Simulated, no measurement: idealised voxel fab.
The name of this process module is voxel released beams.
FYI the section here is cut, 235 nm wide, cells are 5 nm squares.
Think of the cross-section as a grid of square cells. We describe it in bands, top to bottom, and each band covers one or more rows of those cells.
Basically the band line says how high the top is and how high the bottom is, in nm, and then what's in it from left to right, every material with its width in nm. Empty space shows up as "empty", and if a single material carries "all across" it runs the full band edge to edge.
Heights are expressed relative to 0, this being the level below which the as-received wafer comprises one material exclusively. The lowest band is unbounded in the downward direction and is denoted as in "z 0 and below".
With a width like "30 to 40", each row of cells in the band differs from the next by the same amount, the top row carrying the first number and the bottom row the second.
What does "stayed the same" mean for a step? It means no cell of the cross-section changed in that step.
Empty spaces counting at least 8 cells and having no open way to the top are listed in "Sealed void list". The notation width x height at distance is used for each, the distance being from the left edge and all three values in nm.
Where a step's line continues beyond its settings, the continuation is a remark by the simulator itself on that step.
Each step line may optionally specify "overlay nm", which for a step with a mask gives the rightward distance between the mask's planned place and where it lay, a negative value indicating the leftward direction.
Pairs from here to the end. Each: cross-section before one process step, cross-section after it, the latter only as far down as the lowest band that changed. Under each: the step between, and its settings. Mind that the pairs may be taken from different runs of this module on the same starting wafer; whether a pair continues from the pair above depends on its entry headed "Pre-step geometry", and it does only where that entry says so.
Pre-step geometry
> z 0 and below | Si all across
> Sealed void list: none
Section, Post-Step
> z 5 to 0 | Al2O3 all across
> Lower than 0, everything is as it was.
> Sealed void list: none
Going from the before section above to the after section, the step was op CONFORMAL_DEP | material Al2O3 | thk nm 5
Pre-step geometry: equal to the after panel directly above.
Section, Post-Step
> z 25 to 5 | SiO2 all across
> Lower than 5, everything is as it was.
> Sealed void list: none
Going from the before section above to the after section, the step was op DIRECTIONAL_DEP | material SiO2 | thk nm 20
Pre-step geometry: equal to the after panel directly above.
Section, Post-Step
> z 25 to 5 | 80 nm SiO2; 25 nm empty; 130 nm SiO2
> Lower than 5, everything is as it was.
> Sealed void list: none
Going from the before section above to the after section, the step was op MASKED_ETCH | tone open | mask id ANCHOR | width nm 25 | etch materials SiO2 | depth nm 20 | overlay nm 0
Pre-step geometry: equal to the after panel directly above.
Section, Post-Step
> z 35 to 25 | 90 nm W; 5 nm empty; 140 nm W
> z 25 to 15 | 80 nm SiO2; 10 nm W; 5 nm empty; 10 nm W; 130 nm SiO2
> z 15 to 5 | 80 nm SiO2; 25 nm W; 130 nm SiO2
> Lower than 5, everything is as it was.
> Sealed void list: none
Going from the before section above to the after section, the step was op CONFORMAL_DEP | material W | thk nm 10
Pre-step geometry: equal to the after panel directly above.
Section, Post-Step
> z 45 to 35 | 90 nm aC; 5 nm empty; 140 nm aC
> z 35 to 25 | 90 nm W; 5 nm empty; 140 nm W
> z 25 to 15 | 80 nm SiO2; 10 nm W; 5 nm aC; 10 nm W; 130 nm SiO2
> Lower than 15, everything is as it was.
> Sealed void list: none
Going from the before section above to the after section, the step was op DIRECTIONAL_DEP | material aC | thk nm 10
Pre-step geometry: equal to the after panel directly above.
Section, Post-Step
> z 70 to 45 | 75 nm empty; 80 nm resist; 80 nm empty
> z 45 to 35 | 90 nm aC; 5 nm resist; 140 nm aC
> z 35 to 25 | 90 nm W; 5 nm resist; 140 nm W
> Lower than 25, everything is as it was.
> Sealed void list: none
Going from the before section above to the after section, the step was op PATTERN | tone cover | mask id BEAM | material resist | width nm 80 | thk nm 25 | overlay nm 0
Pre-step geometry: equal to the after panel directly above.
Section, Post-Step
> z 60 to 45 | 75 nm empty; 80 nm resist; 80 nm empty
> z 45 to 35 | 75 nm empty; 15 nm aC; 5 nm resist; 60 nm aC; 80 nm empty
> Lower than 35, everything is as it was.
> Sealed void list: none
Going from the before section above to the after section, the step was op DIRECTIONAL_ETCH | etch materials aC | depth nm 10
Pre-step geometry: equal to the after panel directly above.
Section, Post-Step
> z 45 to 35 | 75 nm empty; 15 nm aC; 5 nm empty; 60 nm aC; 80 nm empty
> z 35 to 25 | 90 nm W; 5 nm empty; 140 nm W
> Lower than 25, everything is as it was.
> Sealed void list: none
Going from the before section above to the after section, the step was op STRIP | etch materials resist
Pre-step geometry: equal to the after panel directly above.
Section, Post-Step
> z 45 to 35 | 75 nm empty; 15 nm aC; 5 nm empty; 60 nm aC; 80 nm empty
> z 35 to 25 | 75 nm empty; 15 nm W; 5 nm empty; 60 nm W; 80 nm empty
> Lower than 25, everything is as it was.
> Sealed void list: none
Going from the before section above to the after section, the step was op DIRECTIONAL_ETCH | etch materials W | depth nm 10
Pre-step geometry: equal to the after panel directly above.
Section, Post-Step
> z 35 to 25 | 75 nm empty; 15 nm W; 5 nm empty; 60 nm W; 80 nm empty
> z 25 to 15 | 80 nm SiO2; 10 nm W; 5 nm empty; 10 nm W; 130 nm SiO2
> Lower than 15, everything is as it was.
> Sealed void list: none
Going from the before section above to the after section, the step was op STRIP | etch materials aC
Pre-step geometry: equal to the after panel directly above.
Section, Post-Step
> z 35 to 25 | 75 nm empty; 15 nm W; 5 nm empty; 60 nm W; 80 nm empty
> z 25 to 15 | 80 nm empty; 10 nm W; 5 nm empty; 10 nm W; 130 nm empty
> z 15 to 5 | 80 nm empty; 25 nm W; 130 nm empty
> Lower than 5, everything is as it was.
> Sealed void list: none
Going from the before section above to the after section, the step was op STRIP | etch materials SiO2
Pre-step geometry
> z 5 to 0 | Al2O3 all across
> z 0 and below | Si all across
> Sealed void list: none
Section, Post-Step
> z 15 to 5 | W all across
> Lower than 5, everything is as it was.
> Sealed void list: none
Going from the before section above to the after section, the step was op CONFORMAL_DEP | material W | thk nm 10
Pre-step geometry: equal to the after panel directly above.
Section, Post-Step
> z 25 to 15 | aC all across
> Lower than 15, everything is as it was.
> Sealed void list: none
Going from the before section above to the after section, the step was op DIRECTIONAL_DEP | material aC | thk nm 10
Pre-step geometry: equal to the after panel directly above.
Section, Post-Step
> z 50 to 25 | 75 nm empty; 80 nm resist; 80 nm empty
> Lower than 25, everything is as it was.
> Sealed void list: none
Going from the before section above to the after section, the step was op PATTERN | tone cover | mask id BEAM | material resist | width nm 80 | thk nm 25 | overlay nm 0
Pre-step geometry: equal to the after panel directly above.
Section, Post-Step
> z 40 to 25 | 75 nm empty; 80 nm resist; 80 nm empty
> z 25 to 15 | 75 nm empty; 80 nm aC; 80 nm empty
> Lower than 15, everything is as it was.
> Sealed void list: none
Going from the before section above to the after section, the step was op DIRECTIONAL_ETCH | etch materials aC | depth nm 10
Pre-step geometry: equal to the after panel directly above.
Section, Post-Step
> z 25 to 15 | 75 nm empty; 80 nm aC; 80 nm empty
> Lower than 15, everything is as it was.
> Sealed void list: none
Going from the before section above to the after section, the step was op STRIP | etch materials resist
Pre-step geometry: equal to the after panel directly above.
Section, Post-Step
> z 25 to 15 | 75 nm empty; 80 nm aC; 80 nm empty
> z 15 to 5 | 75 nm empty; 80 nm W; 80 nm empty
> Lower than 5, everything is as it was.
> Sealed void list: none
Going from the before section above to the after section, the step was op DIRECTIONAL_ETCH | etch materials W | depth nm 10
Pre-step geometry: equal to the after panel directly above.
Section, Post-Step
> z 15 to 5 | 75 nm empty; 80 nm W; 80 nm empty
> Lower than 5, everything is as it was.
> Sealed void list: none
Going from the before section above to the after section, the step was op STRIP | etch materials aC
Pre-step geometry
> z 0 and below | Si all across
> Sealed void list: none
Section, Post-Step
> z 20 to 0 | SiO2 all across
> Lower than 0, everything is as it was.
> Sealed void list: none
Going from the before section above to the after section, the step was op DIRECTIONAL_DEP | material SiO2 | thk nm 20
Pre-step geometry: equal to the after panel directly above.
Section, Post-Step
> z 25 to 20 | Al2O3 all across
> Lower than 20, everything is as it was.
> Sealed void list: none
Going from the before section above to the after section, the step was op CONFORMAL_DEP | material Al2O3 | thk nm 5
Pre-step geometry: equal to the after panel directly above.
Section, Post-Step
> z 35 to 25 | W all across
> Lower than 25, everything is as it was.
> Sealed void list: none
Going from the before section above to the after section, the step was op CONFORMAL_DEP | material W | thk nm 10
Pre-step geometry: equal to the after panel directly above.
Section, Post-Step
> z 45 to 35 | aC all across
> Lower than 35, everything is as it was.
> Sealed void list: none
Going from the before section above to the after section, the step was op DIRECTIONAL_DEP | material aC | thk nm 10
Pre-step geometry: equal to the after panel directly above.
Section, Post-Step
> z 70 to 45 | 75 nm empty; 80 nm resist; 80 nm empty
> Lower than 45, everything is as it was.
> Sealed void list: none
Going from the before section above to the after section, the step was op PATTERN | tone cover | mask id BEAM | material resist | width nm 80 | thk nm 25 | overlay nm 0
Pre-step geometry: equal to the after panel directly above.
Section, Post-Step
> z 60 to 45 | 75 nm empty; 80 nm resist; 80 nm empty
> z 45 to 35 | 75 nm empty; 80 nm aC; 80 nm empty
> Lower than 35, everything is as it was.
> Sealed void list: none
Going from the before section above to the after section, the step was op DIRECTIONAL_ETCH | etch materials aC | depth nm 10
Pre-step geometry: equal to the after panel directly above.
Section, Post-Step
> z 45 to 35 | 75 nm empty; 80 nm aC; 80 nm empty
> Lower than 35, everything is as it was.
> Sealed void list: none
Going from the before section above to the after section, the step was op STRIP | etch materials resist
Pre-step geometry: equal to the after panel directly above.
Section, Post-Step
> z 45 to 35 | 75 nm empty; 80 nm aC; 80 nm empty
> z 35 to 25 | 75 nm empty; 80 nm W; 80 nm empty
> Lower than 25, everything is as it was.
> Sealed void list: none
Going from the before section above to the after section, the step was op DIRECTIONAL_ETCH | etch materials W | depth nm 10
Pre-step geometry: equal to the after panel directly above.
Section, Post-Step
> z 35 to 25 | 75 nm empty; 80 nm W; 80 nm empty
> Lower than 25, everything is as it was.
> Sealed void list: none
Going from the before section above to the after section, the step was op STRIP | etch materials aC
Pre-step geometry
> z 25 to 5 | 80 nm SiO2; 25 nm empty; 130 nm SiO2
> z 5 to 0 | Al2O3 all across
> z 0 and below | Si all across
> Sealed void list: none
Section, Post-Step
> z 40 to 25 | W all across
> z 25 to 5 | 80 nm SiO2; 25 nm W; 130 nm SiO2
> Lower than 5, everything is as it was.
> Sealed void list: none
Going from the before section above to the after section, the step was op CONFORMAL_DEP | material W | thk nm 15
Pre-step geometry: equal to the after panel directly above.
Section, Post-Step
> z 50 to 40 | aC all across
> Lower than 40, everything is as it was.
> Sealed void list: none
Going from the before section above to the after section, the step was op DIRECTIONAL_DEP | material aC | thk nm 10
Pre-step geometry: equal to the after panel directly above.
Section, Post-Step
> z 75 to 50 | 75 nm empty; 80 nm resist; 80 nm empty
> Lower than 50, everything is as it was.
> Sealed void list: none
Going from the before section above to the after section, the step was op PATTERN | tone cover | mask id BEAM | material resist | width nm 80 | thk nm 25 | overlay nm 0
Pre-step geometry: equal to the after panel directly above.
Section, Post-Step
> z 65 to 50 | 75 nm empty; 80 nm resist; 80 nm empty
> z 50 to 40 | 75 nm empty; 80 nm aC; 80 nm empty
> Lower than 40, everything is as it was.
> Sealed void list: none
Going from the before section above to the after section, the step was op DIRECTIONAL_ETCH | etch materials aC | depth nm 10
Pre-step geometry: equal to the after panel directly above.
Section, Post-Step
> z 50 to 40 | 75 nm empty; 80 nm aC; 80 nm empty
> Lower than 40, everything is as it was.
> Sealed void list: none
Going from the before section above to the after section, the step was op STRIP | etch materials resist
Pre-step geometry: equal to the after panel directly above.
Section, Post-Step
> z 50 to 40 | 75 nm empty; 80 nm aC; 80 nm empty
> z 40 to 30 | 75 nm empty; 80 nm W; 80 nm empty
> Lower than 30, everything is as it was.
> Sealed void list: none
Going from the before section above to the after section, the step was op DIRECTIONAL_ETCH | etch materials W | depth nm 10
Pre-step geometry: equal to the after panel directly above.
Section, Post-Step
> z 40 to 30 | 75 nm empty; 80 nm W; 80 nm empty
> Lower than 30, everything is as it was.
> Sealed void list: none
Going from the before section above to the after section, the step was op STRIP | etch materials aC
Pre-step geometry
> z 45 to 35 | 90 nm aC; 5 nm empty; 140 nm aC
> z 35 to 25 | 90 nm W; 5 nm empty; 140 nm W
> z 25 to 15 | 80 nm SiO2; 10 nm W; 5 nm aC; 10 nm W; 130 nm SiO2
> z 15 to 5 | 80 nm SiO2; 25 nm W; 130 nm SiO2
> z 5 to 0 | Al2O3 all across
> z 0 and below | Si all across
> Sealed void list: none
Section, Post-Step
> z 70 to 45 | 75 nm empty; 85 nm resist; 75 nm empty
> z 45 to 35 | 90 nm aC; 5 nm resist; 140 nm aC
> z 35 to 25 | 90 nm W; 5 nm resist; 140 nm W
> Lower than 25, everything is as it was.
> Sealed void list: none
Going from the before section above to the after section, the step was op PATTERN | tone cover | mask id BEAM | material resist | width nm 85 | thk nm 25 | overlay nm 0
Pre-step geometry: equal to the after panel directly above.
Section, Post-Step
> z 60 to 45 | 75 nm empty; 85 nm resist; 75 nm empty
> z 45 to 35 | 75 nm empty; 15 nm aC; 5 nm resist; 65 nm aC; 75 nm empty
> Lower than 35, everything is as it was.
> Sealed void list: none
Going from the before section above to the after section, the step was op DIRECTIONAL_ETCH | etch materials aC | depth nm 10
Pre-step geometry: equal to the after panel directly above.
Section, Post-Step
> z 45 to 35 | 75 nm empty; 15 nm aC; 5 nm empty; 65 nm aC; 75 nm empty
> z 35 to 25 | 90 nm W; 5 nm empty; 140 nm W
> Lower than 25, everything is as it was.
> Sealed void list: none
Going from the before section above to the after section, the step was op STRIP | etch materials resist
Pre-step geometry: equal to the after panel directly above.
Section, Post-Step
> z 45 to 35 | 75 nm empty; 15 nm aC; 5 nm empty; 65 nm aC; 75 nm empty
> z 35 to 25 | 75 nm empty; 15 nm W; 5 nm empty; 65 nm W; 75 nm empty
> Lower than 25, everything is as it was.
> Sealed void list: none
Going from the before section above to the after section, the step was op DIRECTIONAL_ETCH | etch materials W | depth nm 10
Pre-step geometry: equal to the after panel directly above.
Section, Post-Step
> z 35 to 25 | 75 nm empty; 15 nm W; 5 nm empty; 65 nm W; 75 nm empty
> z 25 to 15 | 80 nm SiO2; 10 nm W; 5 nm empty; 10 nm W; 130 nm SiO2
> Lower than 15, everything is as it was.
> Sealed void list: none
Going from the before section above to the after section, the step was op STRIP | etch materials aC
Pre-step geometry: equal to the after panel directly above.
Section, Post-Step
> z 35 to 25 | 75 nm empty; 15 nm W; 5 nm empty; 65 nm W; 75 nm empty
> z 25 to 15 | 80 nm empty; 10 nm W; 5 nm empty; 10 nm W; 130 nm empty
> z 15 to 5 | 80 nm empty; 25 nm W; 130 nm empty
> Lower than 5, everything is as it was.
> Sealed void list: none
Going from the before section above to the after section, the step was op STRIP | etch materials SiO2
Pre-step geometry
> z 25 to 5 | SiO2 all across
> z 5 to 0 | Al2O3 all across
> z 0 and below | Si all across
> Sealed void list: none
Section, Post-Step
> z 25 to 5 | 90 nm SiO2; 25 nm empty; 120 nm SiO2
> Lower than 5, everything is as it was.
> Sealed void list: none
Going from the before section above to the after section, the step was op MASKED_ETCH | tone open | mask id ANCHOR | width nm 25 | etch materials SiO2 | depth nm 20 | overlay nm 10
Pre-step geometry: equal to the after panel directly above.
Section, Post-Step
> z 35 to 25 | 100 nm W; 5 nm empty; 130 nm W
> z 25 to 15 | 90 nm SiO2; 10 nm W; 5 nm empty; 10 nm W; 120 nm SiO2
> z 15 to 5 | 90 nm SiO2; 25 nm W; 120 nm SiO2
> Lower than 5, everything is as it was.
> Sealed void list: none
Going from the before section above to the after section, the step was op CONFORMAL_DEP | material W | thk nm 10
Pre-step geometry: equal to the after panel directly above.
Section, Post-Step
> z 45 to 35 | 100 nm aC; 5 nm empty; 130 nm aC
> z 35 to 25 | 100 nm W; 5 nm empty; 130 nm W
> z 25 to 15 | 90 nm SiO2; 10 nm W; 5 nm aC; 10 nm W; 120 nm SiO2
> Lower than 15, everything is as it was.
> Sealed void list: none
Going from the before section above to the after section, the step was op DIRECTIONAL_DEP | material aC | thk nm 10
Pre-step geometry: equal to the after panel directly above.
Section, Post-Step
> z 70 to 45 | 75 nm empty; 80 nm resist; 80 nm empty
> z 45 to 35 | 100 nm aC; 5 nm resist; 130 nm aC
> z 35 to 25 | 100 nm W; 5 nm resist; 130 nm W
> Lower than 25, everything is as it was.
> Sealed void list: none
Going from the before section above to the after section, the step was op PATTERN | tone cover | mask id BEAM | material resist | width nm 80 | thk nm 25 | overlay nm 0
Pre-step geometry: equal to the after panel directly above.
Section, Post-Step
> z 60 to 45 | 75 nm empty; 80 nm resist; 80 nm empty
> z 45 to 35 | 75 nm empty; 25 nm aC; 5 nm resist; 50 nm aC; 80 nm empty
> Lower than 35, everything is as it was.
> Sealed void list: none
Going from the before section above to the after section, the step was op DIRECTIONAL_ETCH | etch materials aC | depth nm 10
Pre-step geometry: equal to the after panel directly above.
Section, Post-Step
> z 45 to 35 | 75 nm empty; 25 nm aC; 5 nm empty; 50 nm aC; 80 nm empty
> z 35 to 25 | 100 nm W; 5 nm empty; 130 nm W
> Lower than 25, everything is as it was.
> Sealed void list: none
Going from the before section above to the after section, the step was op STRIP | etch materials resist
Pre-step geometry: equal to the after panel directly above.
Section, Post-Step
> z 45 to 35 | 75 nm empty; 25 nm aC; 5 nm empty; 50 nm aC; 80 nm empty
> z 35 to 25 | 75 nm empty; 25 nm W; 5 nm empty; 50 nm W; 80 nm empty
> Lower than 25, everything is as it was.
> Sealed void list: none
Going from the before section above to the after section, the step was op DIRECTIONAL_ETCH | etch materials W | depth nm 10
Pre-step geometry: equal to the after panel directly above.
Section, Post-Step
> z 35 to 25 | 75 nm empty; 25 nm W; 5 nm empty; 50 nm W; 80 nm empty
> z 25 to 15 | 90 nm SiO2; 10 nm W; 5 nm empty; 10 nm W; 120 nm SiO2
> Lower than 15, everything is as it was.
> Sealed void list: none
Going from the before section above to the after section, the step was op STRIP | etch materials aC
Pre-step geometry: equal to the after panel directly above.
Section, Post-Step
> z 35 to 25 | 75 nm empty; 25 nm W; 5 nm empty; 50 nm W; 80 nm empty
> z 25 to 15 | 90 nm empty; 10 nm W; 5 nm empty; 10 nm W; 120 nm empty
> z 15 to 5 | 90 nm empty; 25 nm W; 120 nm empty
> Lower than 5, everything is as it was.
> Sealed void list: none
Going from the before section above to the after section, the step was op STRIP | etch materials SiO2
Pre-step geometry
> z 35 to 25 | 90 nm W; 5 nm empty; 140 nm W
> z 25 to 15 | 80 nm SiO2; 10 nm W; 5 nm empty; 10 nm W; 130 nm SiO2
> z 15 to 5 | 80 nm SiO2; 25 nm W; 130 nm SiO2
> z 5 to 0 | Al2O3 all across
> z 0 and below | Si all across
> Sealed void list: none
Section, Post-Step
> z 45 to 35 | 90 nm Al2O3; 5 nm empty; 140 nm Al2O3
> z 35 to 25 | 90 nm W; 5 nm empty; 140 nm W
> z 25 to 15 | 80 nm SiO2; 10 nm W; 5 nm Al2O3; 10 nm W; 130 nm SiO2
> Lower than 15, everything is as it was.
> Sealed void list: none
Going from the before section above to the after section, the step was op DIRECTIONAL_DEP | material Al2O3 | thk nm 10
Pre-step geometry: equal to the after panel directly above.
Section, Post-Step
> z 70 to 45 | 75 nm empty; 80 nm resist; 80 nm empty
> z 45 to 35 | 90 nm Al2O3; 5 nm resist; 140 nm Al2O3
> z 35 to 25 | 90 nm W; 5 nm resist; 140 nm W
> Lower than 25, everything is as it was.
> Sealed void list: none
Going from the before section above to the after section, the step was op PATTERN | tone cover | mask id BEAM | material resist | width nm 80 | thk nm 25 | overlay nm 0
Pre-step geometry: equal to the after panel directly above.
Section, Post-Step
> z 60 to 45 | 75 nm empty; 80 nm resist; 80 nm empty
> Lower than 45, everything is as it was.
> Sealed void list: none
Going from the before section above to the after section, the step was op DIRECTIONAL_ETCH | etch materials aC | depth nm 10
Pre-step geometry: equal to the after panel directly above.
Section, Post-Step
> z 45 to 35 | 90 nm Al2O3; 5 nm empty; 140 nm Al2O3
> z 35 to 25 | 90 nm W; 5 nm empty; 140 nm W
> Lower than 25, everything is as it was.
> Sealed void list: none
Going from the before section above to the after section, the step was op STRIP | etch materials resist
Pre-step geometry
> z 25 to 5 | SiO2 all across
> z 5 to 0 | Al2O3 all across
> z 0 and below | Si all across
> Sealed void list: none
Section, Post-Step
> z 25 to 5 | 80 nm empty; 25 nm SiO2; 130 nm empty
> Lower than 5, everything is as it was.
> Sealed void list: none
Going from the before section above to the after section, the step was op MASKED_ETCH | tone cover | mask id ANCHOR | width nm 25 | etch materials SiO2 | depth nm 20 | overlay nm 0
Pre-step geometry: equal to the after panel directly above.
Section, Post-Step
> z 35 to 25 | 70 nm empty; 45 nm W; 120 nm empty
> z 25 to 15 | 70 nm empty; 10 nm W; 25 nm SiO2; 10 nm W; 120 nm empty
> z 15 to 5 | 80 nm W; 25 nm SiO2; 130 nm W
> Lower than 5, everything is as it was.
> Sealed void list: none
Going from the before section above to the after section, the step was op CONFORMAL_DEP | material W | thk nm 10
Pre-step geometry: equal to the after panel directly above.
Section, Post-Step
> z 45 to 35 | 70 nm empty; 45 nm aC; 120 nm empty
> z 35 to 25 | 70 nm empty; 45 nm W; 120 nm empty
> z 25 to 15 | 70 nm aC; 10 nm W; 25 nm SiO2; 10 nm W; 120 nm aC
> Lower than 15, everything is as it was.
> Sealed void list: none
Going from the before section above to the after section, the step was op DIRECTIONAL_DEP | material aC | thk nm 10
Pre-step geometry: equal to the after panel directly above.
Section, Post-Step
> z 70 to 45 | 75 nm empty; 80 nm resist; 80 nm empty
> z 45 to 35 | 70 nm empty; 45 nm aC; 40 nm resist; 80 nm empty
> z 35 to 25 | 70 nm empty; 45 nm W; 40 nm resist; 80 nm empty
> Lower than 25, everything is as it was.
> Sealed void list: none
Going from the before section above to the after section, the step was op PATTERN | tone cover | mask id BEAM | material resist | width nm 80 | thk nm 25 | overlay nm 0
Pre-step geometry: equal to the after panel directly above.
Section, Post-Step
> z 60 to 45 | 75 nm empty; 80 nm resist; 80 nm empty
> z 45 to 35 | 75 nm empty; 40 nm aC; 40 nm resist; 80 nm empty
> z 35 to 25 | 70 nm empty; 45 nm W; 40 nm resist; 80 nm empty
> z 25 to 15 | 70 nm empty; 10 nm W; 25 nm SiO2; 10 nm W; 40 nm aC; 80 nm empty
> Lower than 15, everything is as it was.
> Sealed void list: none
Going from the before section above to the after section, the step was op DIRECTIONAL_ETCH | etch materials aC | depth nm 10
Pre-step geometry: equal to the after panel directly above.
Section, Post-Step
> z 45 to 35 | 75 nm empty; 40 nm aC; 120 nm empty
> z 35 to 25 | 70 nm empty; 45 nm W; 120 nm empty
> Lower than 25, everything is as it was.
> Sealed void list: none
Going from the before section above to the after section, the step was op STRIP | etch materials resist
Pre-step geometry: equal to the after panel directly above.
Section, Post-Step
> z 45 to 35 | 75 nm empty; 40 nm aC; 120 nm empty
> z 35 to 25 | 75 nm empty; 40 nm W; 120 nm empty
> z 25 to 15 | 70 nm empty; 10 nm W; 25 nm SiO2; 10 nm W; 40 nm aC; 80 nm empty
> z 15 to 5 | 70 nm empty; 10 nm W; 25 nm SiO2; 50 nm W; 80 nm empty
> Lower than 5, everything is as it was.
> Sealed void list: none
Going from the before section above to the after section, the step was op DIRECTIONAL_ETCH | etch materials W | depth nm 10
Pre-step geometry: equal to the after panel directly above.
Section, Post-Step
> z 35 to 25 | 75 nm empty; 40 nm W; 120 nm empty
> z 25 to 15 | 70 nm empty; 10 nm W; 25 nm SiO2; 10 nm W; 120 nm empty
> Lower than 15, everything is as it was.
> Sealed void list: none
Going from the before section above to the after section, the step was op STRIP | etch materials aC
